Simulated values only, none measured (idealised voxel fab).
process module | voxel wiring stack
cross-section cut | 195 nm wide | cells 5 nm
A cross-section is a grid of square cells, given in bands from the top down. A band is one or more rows of cells.
Each band's line starts with the height of the band's top and of its bottom, in nm. Then come its materials from left to right, each with its width in nm. One material with "throughout" fills the band from edge to edge. "air" is empty space.
Height 0 is the level under which the wafer as received is all one material. The lowest band goes on downwards, as in "0 down".
A width such as "30 to 40" changes by the same amount from each row of cells to the next, from the band's top row to its bottom row.
"no change" after a step means that no cell of the cross-section changed.
closed voids: empty space of 8 cells or more with no open way to the top, each as width x height at its distance from the left edge, in nm
after a step's settings: what the simulator itself notes on the step
overlay nm, on a step with a mask: how far to the right of its planned place the mask lay; to the left if negative
plan
1 op RECEIVE | material Si
2 op CONFORMAL_DEP | material SiO2 | thk nm 10
3 op CONFORMAL_DEP | material SiCN | thk nm 5
4 op DIRECTIONAL_DEP | material lowk | thk nm 20
5 op MASKED_ETCH | tone open | mask id METAL_1 | width nm 25 | pitch nm 45 | etch materials lowk | depth nm 20 | overlay nm 0
6 op MASKED_ETCH | tone open | mask id METAL_1 | width nm 25 | pitch nm 45 | etch materials SiCN | depth nm 5 | overlay nm 0
7 op CONFORMAL_DEP | material TiN | thk nm 5
8 op FILL_DEP | material Ru | thk nm 5
9 op CMP | height nm 35
10 op CONFORMAL_DEP | material SiCN | thk nm 5
11 op DIRECTIONAL_DEP | material SiO2 | thk nm 35
12 op MASKED_ETCH | tone open | mask id METAL_2_HOLES | width nm 15 | pitch nm 45 | etch materials SiO2 | depth nm 35 | overlay nm 0
13 op DIRECTIONAL_DEP | material aC | thk nm 15
14 op PATTERN | tone open | mask id METAL_2 | material resist | width nm 25 | pitch nm 45 | thk nm 30 | overlay nm 0
15 op DIRECTIONAL_ETCH | etch materials aC | depth nm 15
16 op STRIP | etch materials resist
17 op DIRECTIONAL_ETCH | etch materials SiO2 | depth nm 20
18 op DIRECTIONAL_ETCH | etch materials SiCN | depth nm 5
19 op STRIP | etch materials aC
20 op CONFORMAL_DEP | material TiN | thk nm 5
21 op FILL_DEP | material Cu | thk nm 5
22 op CMP | height nm 75
23 op CONFORMAL_DEP | material SiCN | thk nm 5
24 op DIRECTIONAL_DEP | material SiO2 | thk nm 10
25 op DIRECTIONAL_DEP | material aC | thk nm 10
26 op PATTERN | tone open | mask id PLUG_2 | material resist | width nm 15 | pitch nm 90 | thk nm 25 | overlay nm 0
27 op DIRECTIONAL_ETCH | etch materials aC | depth nm 10
28 op STRIP | etch materials resist
29 op DIRECTIONAL_ETCH | etch materials SiO2 | depth nm 10
30 op DIRECTIONAL_ETCH | etch materials SiCN | depth nm 5
31 op STRIP | etch materials aC
32 op CONFORMAL_DEP | material TiN | thk nm 5
33 op FILL_DEP | material Cu | thk nm 5
34 op CMP | height nm 90
35 op DIRECTIONAL_DEP | material TiN | thk nm 5
36 op DIRECTIONAL_DEP | material W | thk nm 20
37 op MASKED_ETCH | tone cover | mask id METAL_3 | width nm 25 | pitch nm 45 | etch materials W | depth nm 20 | overlay nm 0
38 op MASKED_ETCH | tone cover | mask id METAL_3 | width nm 25 | pitch nm 45 | etch materials TiN | depth nm 5 | overlay nm 0
39 op CONFORMAL_DEP | material SiCN | thk nm 5
40 op FILL_DEP | material SiO2 | thk nm 10
41 op CMP | height nm 115
42 op CONFORMAL_DEP | material SiN | thk nm 5
as received, after step 1
  0 down: Si throughout
  closed voids: none
a wafer at the end: this start, this plan, one mistake
  120 to 115: SiN throughout
  115 to 95: SiO2 35 | SiCN 5 | W 25 | SiCN 5 | SiO2 10 | SiCN 5 | W 25 | SiCN 5 | SiO2 10 | SiCN 5 | W 25 | SiCN 5 | SiO2 35
  95 to 90: SiCN 40 | TiN 25 | SiCN 20 | TiN 25 | SiCN 20 | TiN 25 | SiCN 40
  90 to 80: SiO2 45 | TiN 5 | Cu 5 | TiN 5 | SiO2 75 | TiN 5 | Cu 5 | TiN 5 | SiO2 45
  80 to 75: SiCN 45 | TiN 15 | SiCN 75 | TiN 15 | SiCN 45
  75 to 60: SiO2 40 | TiN 5 | Cu 15 | TiN 5 | SiO2 20 | TiN 5 | Cu 15 | TiN 5 | SiO2 20 | TiN 5 | Cu 15 | TiN 5 | SiO2 40
  60 to 55: SiO2 40 | TiN 5 | Cu 5 | TiN 15 | SiO2 20 | TiN 5 | Cu 5 | TiN 15 | SiO2 20 | TiN 5 | Cu 5 | TiN 15 | SiO2 40
  55 to 40: SiO2 40 | TiN 5 | Cu 5 | TiN 5 | SiO2 30 | TiN 5 | Cu 5 | TiN 5 | SiO2 30 | TiN 5 | Cu 5 | TiN 5 | SiO2 50
  40 to 35: SiCN 40 | TiN 15 | SiCN 30 | TiN 15 | SiCN 30 | TiN 15 | SiCN 50
  35 to 15: lowk 40 | TiN 5 | Ru 15 | TiN 5 | lowk 20 | TiN 5 | Ru 15 | TiN 5 | lowk 20 | TiN 5 | Ru 15 | TiN 5 | lowk 40
  15 to 10: SiCN 40 | TiN 25 | SiCN 20 | TiN 25 | SiCN 20 | TiN 25 | SiCN 40
  10 to 0: SiO2 throughout
  0 down: Si throughout
  closed voids: none
what went wrong: step 26 ran as: op PATTERN | tone open | mask id PLUG_2 | material resist | width nm 15 | pitch nm 90 | thk nm 25 | overlay nm 5
